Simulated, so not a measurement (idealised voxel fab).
This is a process module. Its name is voxel gate over fins.
In the cross-section labelled cut, the width is 275 nm and each square cell is 5 nm.
Square cells in a grid make up a cross-section in this document, and the grid is given as bands, listed from the top down, each one or more rows of cells.
Each band's line starts with the height of the band's top and of its bottom, in nm. Then come its materials from left to right, each with its width in nm. One material with "everywhere" fills the band from edge to edge. "air" is empty space.
Height 0 is the level under which the wafer as received is all one material. The lowest band goes on downwards, as in "0..down".
Note: "30..40" means the width goes from the first number (top row of the band) to the second number (bottom row) in equal steps per row of cells.
"nothing got changed" for a step: no cell of the cross-section changed in that step.
Closed empty spaces (no open way to the top) of 8 cells or more are what "Closed void roster" lists, each as width x height at distance from the left edge, nm for all three.
Post-settings text on a step line: simulator's own remark regarding the step.
overlay nm: mask right of planned place by this much (step with mask). Neg. = left.

-- Process steps - plan
| 1 | RECEIVE (material Si) |
| 2 | CONFORMAL_DEP (material SiN; thk nm 10) |
| 3 | MASKED_ETCH (tone cover; mask id FINS; width nm 15; pitch nm 35; etch materials SiN; depth nm 10; overlay nm 0) |
| 4 | MASKED_ETCH (tone cover; mask id FINS; width nm 15; pitch nm 35; etch materials Si; depth nm 40; overlay nm 0) |
| 5 | FILL_DEP (material SiO2; thk nm 5) |
| 6 | CMP (height nm 10) |
| 7 | SELECTIVE_ETCH (etch materials SiO2; depth nm 20) |
| 8 | STRIP (etch materials SiN) |
| 9 | CONFORMAL_DEP (material HfO2; thk nm 5) |
| 10 | CONFORMAL_DEP (material TiN; thk nm 5) |
| 11 | FILL_DEP (material W; thk nm 10) |
| 12 | CMP (height nm 15) |
| 13 | CONFORMAL_DEP (material SiCN; thk nm 10) |

-- Cross-section: wafer on arrival = after step 1
  0..down | Si everywhere
  Closed void roster: none

-- One mistake in running the module, otherwise start and plan as above: cross-section at the end
  25..15 | SiCN everywhere
  15..5 | W everywhere
  5..0 | W (90)  TiN (25)  W (10)  TiN (25)  W (10)  TiN (25)  W (90)
  0..-5 | W (90)  TiN (5)  Si (15)  TiN (5)  W (10)  TiN (5)  Si (15)  TiN (5)  W (10)  TiN (5)  Si (15)  TiN (5)  W (90)
  -5..-10 | TiN (95)  Si (15)  TiN (20)  Si (15)  TiN (20)  Si (15)  TiN (95)
  -10..-40 | SiO2 (95)  Si (15)  SiO2 (20)  Si (15)  SiO2 (20)  Si (15)  SiO2 (95)
  -40..down | Si everywhere
  Closed void roster: none
Diagnosis: step 9 of the plan: omitted, not performed
